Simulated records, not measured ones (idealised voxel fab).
Title: Process Module voxel gate over fins
Square cell edge 5 nm, section width 260 nm, ID cut.
The cross-sections in this document take the form of a grid made of square cells. They are written out as bands, in order from top to bottom. Each band consists of one or more rows of cells.
Quick guide to a band line: top height, bottom height (nm) up front; then every material left to right with its width in nm. Only one material and it's marked "everywhere"? Then it fills the band edge to edge. And "empty" just means empty space.
It should be noted that heights are counted from 0, beneath which the wafer as supplied is of one material throughout, and that the lowest band possesses no lower boundary but continues downward, as written in "0 nm and below".
Width spec "30 to 40" -> top row of cells at first value, bottom row at second value, equal per-row change in between.
Take "no modifications" at face value: in the step it is given for, the cross-section changed in none of its cells.
In the "Fully closed voids" entry, you get each enclosed empty space of 8 cells or more, one with no open way to the top, written width x height at distance, distance from the left edge, in nm.
Note: text after step settings on the step line = simulator remark on that step.
overlay nm: on a step with a mask, how far right of its planned place the mask lay; negative means left.

PLANNED PROCESS STEPS
1: op RECEIVE | material Si
2: op CONFORMAL_DEP | material SiN | thk nm 5
3: op MASKED_ETCH | tone cover | mask id FINS | width nm 15 | pitch nm 45 | etch materials SiN | depth nm 5 | overlay nm 0
4: op MASKED_ETCH | tone cover | mask id FINS | width nm 15 | pitch nm 45 | etch materials Si | depth nm 35 | overlay nm 0
5: op FILL_DEP | material SiO2 | thk nm 10
6: op CMP | height nm 5
7: op SELECTIVE_ETCH | etch materials SiO2 | depth nm 15
8: op STRIP | etch materials SiN
9: op CONFORMAL_DEP | material HfO2 | thk nm 5
10: op CONFORMAL_DEP | material TiN | thk nm 5
11: op FILL_DEP | material W | thk nm 10
12: op CMP | height nm 15
13: op CONFORMAL_DEP | material SiCN | thk nm 5
Don't read the plan's width nm for step 4 as applying to every wafer: that's the first wafer's value, and the wafers differ in it, though they all start identical.

RECEIVED WAFERS, FIRST OF SEVERAL: CROSS-SECTION AFTER STEP 1
0 nm and below  Si everywhere
Fully closed voids: none

THE ROWS OF THE TABLE BELOW ARE WAFERS. LOOKING AT THE END OF THE MODULE, A ROW COUNTS, FOR EVERY MATERIAL, THE CELLS THE WAFER HAS GAINED, SHOWN AS (+), OR LOST, SHOWN AS (-), SINCE IT WAS RECEIVED; ITS CLOSED VOIDS COME NEXT
width nm 15; +68 HfO2; -280 Si; +52 SiCN; +200 SiO2; +68 TiN; +100 W; Fully closed voids: none
width nm 20; +68 HfO2; -252 Si; +52 SiCN; +180 SiO2; +68 TiN; +92 W; Fully closed voids: none
width nm 25; +68 HfO2; -224 Si; +52 SiCN; +160 SiO2; +68 TiN; +84 W; Fully closed voids: none
width nm 30; +68 HfO2; -196 Si; +52 SiCN; +140 SiO2; +62 TiN; +82 W; Fully closed voids: none
